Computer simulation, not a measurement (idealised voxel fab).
process module | voxel self aligned vias
cross-section cut | 250 nm wide | cells 5 nm
A cross-section is a grid of square cells, given in bands from the top down. A band is one or more rows of cells.
Each band's line starts with the height of the band's top and of its bottom, in nm. Then come its materials from left to right, each with its width in nm. One material with "throughout" fills the band from edge to edge. "air" is empty space.
Height 0 is the level under which the wafer as received is all one material. The lowest band goes on downwards, as in "0 down".
A width such as "30 to 40" changes by the same amount from each row of cells to the next, from the band's top row to its bottom row.
"no change" after a step means that no cell of the cross-section changed.
closed voids: empty space of 8 cells or more with no open way to the top, each as width x height at its distance from the left edge, in nm
after a step's settings: what the simulator itself notes on the step
overlay nm, on a step with a mask: how far to the right of its planned place the mask lay; to the left if negative
plan
1 op RECEIVE | material Si
2 op CONFORMAL_DEP | material SiO2 | thk nm 15
3 op CONFORMAL_DEP | material SiCN | thk nm 5
4 op DIRECTIONAL_DEP | material SiO2 | thk nm 30
5 op DIRECTIONAL_DEP | material aC | thk nm 15
6 op PATTERN | tone open | mask id LINES | material resist | width nm 30 | pitch nm 75 | thk nm 35 | overlay nm -15
7 op DIRECTIONAL_ETCH | etch materials aC | depth nm 15
8 op STRIP | etch materials resist
9 op DIRECTIONAL_ETCH | etch materials SiO2 | depth nm 30
10 op STRIP | etch materials aC
11 op CONFORMAL_DEP | material TiN | thk nm 5
12 op FILL_DEP | material W | thk nm 10
13 op CMP | height nm 50
14 op SELECTIVE_ETCH | etch materials W Ru TiN | depth nm 5
15 op FILL_DEP | material SiN | thk nm 5
16 op CMP | height nm 50
17 op DIRECTIONAL_DEP | material SiO2 | thk nm 20
18 op PATTERN | tone open | mask id VIAS | material resist | width nm 50 | pitch nm 150 | thk nm 15 | overlay nm 0
19 op DIRECTIONAL_ETCH | etch materials SiO2 | depth nm 20
20 op DIRECTIONAL_ETCH | etch materials SiN | depth nm 5
21 op STRIP | etch materials resist
22 op CONFORMAL_DEP | material TiN | thk nm 5
23 op FILL_DEP | material Cu | thk nm 10
24 op CMP | height nm 70
25 op CONFORMAL_DEP | material SiN | thk nm 5
varied across the wafers: overlay nm of step 6. The plan shows the first wafer's value. All wafers start alike
first wafer as received, after step 1
  0 down: Si throughout
  closed voids: none
each wafer at the end: cells of each material gained (+) or lost (-) since it was received, then its closed voids
overlay nm -15 | +54 Cu | +50 SiCN | +58 SiN | +462 SiO2 | +78 TiN | +48 W | closed voids: none
overlay nm -10 | +56 Cu | +50 SiCN | +56 SiN | +462 SiO2 | +78 TiN | +48 W | closed voids: none
overlay nm -5 | +56 Cu | +50 SiCN | +56 SiN | +462 SiO2 | +78 TiN | +48 W | closed voids: none
overlay nm 0 | +56 Cu | +50 SiCN | +56 SiN | +462 SiO2 | +78 TiN | +48 W | closed voids: none
overlay nm 5 | +56 Cu | +50 SiCN | +56 SiN | +462 SiO2 | +78 TiN | +48 W | closed voids: none
overlay nm 10 | +56 Cu | +50 SiCN | +56 SiN | +462 SiO2 | +78 TiN | +48 W | closed voids: none
overlay nm 15 | +54 Cu | +50 SiCN | +58 SiN | +462 SiO2 | +78 TiN | +48 W | closed voids: none
